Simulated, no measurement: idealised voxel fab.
Presented below is a process module, voxel gate over fins.
Section cut is 230 nm wide and gridded with 5 nm square cells.
A cross-section is written here as square cells arranged in a grid, and it is given in bands from the top down, each band taking up one or more rows of cells. Band: top height; bottom height; in nm. Then, left to right: material with width in nm, for each material. "throughout": a single material spanning edge to edge. "air": empty space. Convention: height 0 is the level below which the wafer, as received, is all one material. The lowest band does not terminate at the bottom but continues downward, represented as "0 and below". Per-row width for "30->40": begins at first number (top row of band), ends at second number (bottom row), increment between rows held constant. "nothing altered" after a step means that no cell of the cross-section changed. "Fully sealed voids" contains a list of empty spaces, each no smaller than 8 cells and without an open way to the top, written in the form width x height at distance with the distance from the left edge and all three in nm. Formally, on a step line, whatever follows the settings is a remark that the simulator itself makes on the step. Regarding "overlay nm": on a step with a mask, it is the distance the mask lay to the right of its planned place; a negative value places it to the left.
# Process steps - plan
| 1 | RECEIVE [material Si] |
| 2 | CONFORMAL_DEP [material SiN] [thk nm 10] |
| 3 | PATTERN [tone cover] [mask id FINS] [material resist] [width nm 15] [pitch nm 35] [thk nm 15] [overlay nm 0] |
| 4 | DIRECTIONAL_ETCH [etch materials SiN] [depth nm 10] |
| 5 | DIRECTIONAL_ETCH [etch materials Si] [depth nm 30] |
| 6 | STRIP [etch materials resist] |
| 7 | OXIDIZE [depth nm 5] |
| 8 | FILL_DEP [material SiO2] [thk nm 15] |
| 9 | CMP [height nm 10] |
| 10 | SELECTIVE_ETCH [etch materials SiO2] [depth nm 20] |
| 11 | STRIP [etch materials SiN] |
| 12 | CONFORMAL_DEP [material HfO2] [thk nm 5] |
| 13 | CONFORMAL_DEP [material TiN] [thk nm 5] |
| 14 | CONFORMAL_DEP [material TiAl] [thk nm 5] |
| 15 | CONFORMAL_DEP [material TiN] [thk nm 5] |
| 16 | FILL_DEP [material W] [thk nm 10] |
| 17 | CMP [height nm 25] |
| 18 | CONFORMAL_DEP [material SiCN] [thk nm 10] |
# Wafer as received: cross-section following step 1
* 0 and below: Si throughout
* Fully sealed voids: none
# The first of the two wafers as seen in cross-section once the module was finished; processing followed the plan
* 35 down to 25: SiCN throughout
* 25 down to 20: W throughout
* 20 down to 15: W: 55, then TiN: 115, then W: 60
* 15 down to 10: W: 55, then TiN: 5, then TiAl: 105, then TiN: 5, then W: 60
* 10 down to 5: TiN: 60, then TiAl: 5, then TiN: 25, then TiAl: 10, then TiN: 25, then TiAl: 10, then TiN: 25, then TiAl: 5, then TiN: 65
* 5 down to 0: TiAl: 65, then TiN: 5, then HfO2: 15, then TiN: 5, then TiAl: 10, then TiN: 5, then HfO2: 15, then TiN: 5, then TiAl: 10, then TiN: 5, then HfO2: 15, then TiN: 5, then TiAl: 70
* 0 down to -5: TiN: 70, then HfO2: 5, then Si: 5, then HfO2: 5, then TiN: 20, then HfO2: 5, then Si: 5, then HfO2: 5, then TiN: 20, then HfO2: 5, then Si: 5, then HfO2: 5, then TiN: 75
* -5 down to -10: HfO2: 75, then Si: 5, then HfO2: 30, then Si: 5, then HfO2: 30, then Si: 5, then HfO2: 80
* -10 down to -35: SiO2: 75, then Si: 5, then SiO2: 30, then Si: 5, then SiO2: 30, then Si: 5, then SiO2: 80
* -35 and below: Si throughout
* Fully sealed voids: none
# Here's the second of our two wafers sectioned at module end. Same start as the first, same plan, but one mistake got made running it
* 35 down to 25: SiCN throughout
* 25 down to 15: TiN throughout
* 15 down to 10: TiN: 60, then TiAl: 105, then TiN: 65
* 10 down to 5: TiN: 60, then TiAl: 5, then TiN: 25, then TiAl: 10, then TiN: 25, then TiAl: 10, then TiN: 25, then TiAl: 5, then TiN: 65
* 5 down to 0: TiAl: 65, then TiN: 5, then HfO2: 15, then TiN: 5, then TiAl: 10, then TiN: 5, then HfO2: 15, then TiN: 5, then TiAl: 10, then TiN: 5, then HfO2: 15, then TiN: 5, then TiAl: 70
* 0 down to -5: TiN: 70, then HfO2: 5, then Si: 5, then HfO2: 5, then TiN: 20, then HfO2: 5, then Si: 5, then HfO2: 5, then TiN: 20, then HfO2: 5, then Si: 5, then HfO2: 5, then TiN: 75
* -5 down to -10: HfO2: 75, then Si: 5, then HfO2: 30, then Si: 5, then HfO2: 30, then Si: 5, then HfO2: 80
* -10 down to -35: SiO2: 75, then Si: 5, then SiO2: 30, then Si: 5, then SiO2: 30, then Si: 5, then SiO2: 80
* -35 and below: Si throughout
* Fully sealed voids: none
Error vs. plan: contrary to plan, step 16 was performed as FILL_DEP [material TiN] [thk nm 10]
Heads up, by the end the second wafer has more or fewer cells of some materials compared to the first: TiN: 92 more; W: 92 fewer
